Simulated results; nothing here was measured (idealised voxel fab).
Process module heading - voxel wiring stack
Shown is cross-section cut, with a width of 220 nm and square cells of size 5 nm.
Cross-section layout: square cells on a grid; listed as bands, top to bottom; a band spans one or more cell rows.
It is stipulated that each band's entry specify, in nanometres, the height of the top of the band and then that of its bottom, followed by the materials of the band in left-to-right sequence, each together with its width in nanometres. A single material marked by the word "edge to edge" is understood to fill the band from edge to edge; the word "empty" is understood to denote empty space.
The level at which height equals 0 is the one under which the wafer, as it arrives, is entirely one material. No lower edge exists for the bottom band, which continues downward and is notated as in "z 0 and below".
A width given as "30..40" starts at the first number in the band's top row and ends at the second number in its bottom row, shifting by an equal amount at every step from row to row.
When a step is marked "left unchanged", none of the cells in the cross-section changed during that step.
Under "Voids, enclosed" you'll find the enclosed gaps, the ones with no way out to the top, that are 8 cells or bigger; each reads width x height at distance, with distance counted from the left edge, everything in nm.
after a step's settings: what the simulator itself notes on the step
A step line may carry the setting "overlay nm", which, for steps involving a mask, states the distance by which the mask lay to the right of its intended position; negative values denote displacement to the left.

**The process steps that were planned are listed below**
1. RECEIVE (material Si)
2. CONFORMAL_DEP (material SiO2; thk nm 15)
3. CONFORMAL_DEP (material SiN; thk nm 5)
4. DIRECTIONAL_DEP (material SiO2; thk nm 25)
5. DIRECTIONAL_DEP (material aC; thk nm 15)
6. PATTERN (tone open; mask id METAL_1; material resist; width nm 30; pitch nm 50; thk nm 35; overlay nm 0)
7. DIRECTIONAL_ETCH (etch materials aC; depth nm 15)
8. STRIP (etch materials resist)
9. DIRECTIONAL_ETCH (etch materials SiO2; depth nm 25)
10. DIRECTIONAL_ETCH (etch materials SiN; depth nm 5)
11. STRIP (etch materials aC)
12. CONFORMAL_DEP (material TiN; thk nm 5)
13. FILL_DEP (material W; thk nm 5)
14. CMP (height nm 45)
15. EPI (material Ru; thk nm 5)
16. FILL_DEP (material SiCN; thk nm 5)
17. DIRECTIONAL_DEP (material lowk; thk nm 35)
18. MASKED_ETCH (tone open; mask id METAL_2; width nm 30; pitch nm 50; etch materials lowk; depth nm 20; overlay nm -5)
19. MASKED_ETCH (tone open; mask id METAL_2_HOLES; width nm 15; pitch nm 50; etch materials lowk; depth nm 15; overlay nm 0)
20. MASKED_ETCH (tone open; mask id METAL_2_HOLES; width nm 15; pitch nm 50; etch materials SiCN; depth nm 5; overlay nm 0)
21. CONFORMAL_DEP (material TiN; thk nm 5)
22. FILL_DEP (material Cu; thk nm 10)
23. CMP (height nm 90)
24. CONFORMAL_DEP (material SiCN; thk nm 5)
Every wafer here starts from the same state; it is the step 18 overlay nm that distinguishes them, and the value the plan gives belongs to the first wafer.

**Cross-section of the first of several wafers on receipt, reflecting completion of step 1**
> z 0 and below  Si edge to edge
> Voids, enclosed: none

**End of the module, past its last step, step 24: how the first of several wafers looks in cross-section**
> z 95 to 90  SiCN edge to edge
> z 90 to 75  lowk=15, then TiN=5, then Cu=20, then TiN=5, then lowk=20, then TiN=5, then Cu=20, then TiN=5, then lowk=20, then TiN=5, then Cu=20, then TiN=5, then lowk=20, then TiN=5, then Cu=20, then TiN=5, then lowk=25
> z 75 to 70  lowk=15, then TiN=10, then Cu=5, then TiN=15, then lowk=20, then TiN=10, then Cu=5, then TiN=15, then lowk=20, then TiN=10, then Cu=5, then TiN=15, then lowk=20, then TiN=10, then Cu=5, then TiN=15, then lowk=25
> z 70 to 55  lowk=20, then TiN=5, then Cu=5, then TiN=5, then lowk=35, then TiN=5, then Cu=5, then TiN=5, then lowk=35, then TiN=5, then Cu=5, then TiN=5, then lowk=35, then TiN=5, then Cu=5, then TiN=5, then lowk=35
> z 55 to 50  SiCN=20, then TiN=15, then SiCN=35, then TiN=15, then SiCN=35, then TiN=15, then SiCN=35, then TiN=15, then SiCN=35
> z 50 to 45  SiCN=15, then Ru=40, then SiCN=10, then Ru=40, then SiCN=10, then Ru=40, then SiCN=10, then Ru=40, then SiCN=15
> z 45 to 20  SiO2=20, then TiN=5, then W=20, then TiN=5, then SiO2=20, then TiN=5, then W=20, then TiN=5, then SiO2=20, then TiN=5, then W=20, then TiN=5, then SiO2=20, then TiN=5, then W=20, then TiN=5, then SiO2=20
> z 20 to 15  SiN=20, then TiN=30, then SiN=20, then TiN=30, then SiN=20, then TiN=30, then SiN=20, then TiN=30, then SiN=20
> z 15 to 0  SiO2 edge to edge
> z 0 and below  Si edge to edge
> Voids, enclosed: none

**Cross-section of the last wafer at end of module**
> z 95 to 90  SiCN edge to edge
> z 90 to 80  lowk=20, then TiN=5, then Cu=25, then TiN=5, then lowk=15, then TiN=5, then Cu=25, then TiN=5, then lowk=15, then TiN=5, then Cu=25, then TiN=5, then lowk=15, then TiN=5, then Cu=25, then TiN=5, then lowk=15
> z 80 to 75  lowk=20, then TiN=10, then Cu=20, then TiN=5, then lowk=15, then TiN=10, then Cu=20, then TiN=5, then lowk=15, then TiN=10, then Cu=20, then TiN=5, then lowk=15, then TiN=10, then Cu=20, then TiN=5, then lowk=15
> z 75 to 70  lowk=25, then TiN=30, then lowk=20, then TiN=30, then lowk=20, then TiN=30, then lowk=20, then TiN=30, then lowk=15
> z 70 to 55  lowk=25, then TiN=10, then lowk=40, then TiN=10, then lowk=40, then TiN=10, then lowk=40, then TiN=10, then lowk=35
> z 55 to 50  SiCN=25, then TiN=10, then SiCN=40, then TiN=10, then SiCN=40, then TiN=10, then SiCN=40, then TiN=10, then SiCN=35
> z 50 to 45  SiCN=15, then Ru=40, then SiCN=10, then Ru=40, then SiCN=10, then Ru=40, then SiCN=10, then Ru=40, then SiCN=15
> z 45 to 20  SiO2=20, then TiN=5, then W=20, then TiN=5, then SiO2=20, then TiN=5, then W=20, then TiN=5, then SiO2=20, then TiN=5, then W=20, then TiN=5, then SiO2=20, then TiN=5, then W=20, then TiN=5, then SiO2=20
> z 20 to 15  SiN=20, then TiN=30, then SiN=20, then TiN=30, then SiN=20, then TiN=30, then SiN=20, then TiN=30, then SiN=20
> z 15 to 0  SiO2 edge to edge
> z 0 and below  Si edge to edge
> Voids, enclosed: none

**So in this table every wafer gets its own row, and what you see is where it stands at the end of the module: for each material, how many cells it picked up (+) or gave up (-) since we received it, and after that its closed voids**
overlay nm -5; +64 Cu; +32 Ru; +88 SiCN; +20 SiN; +232 SiO2; +144 TiN; +80 W; +176 lowk; Voids, enclosed: none
overlay nm 0; +64 Cu; +32 Ru; +88 SiCN; +20 SiN; +232 SiO2; +144 TiN; +80 W; +176 lowk; Voids, enclosed: none
overlay nm 5; +56 Cu; +32 Ru; +92 SiCN; +20 SiN; +232 SiO2; +148 TiN; +80 W; +176 lowk; Voids, enclosed: none
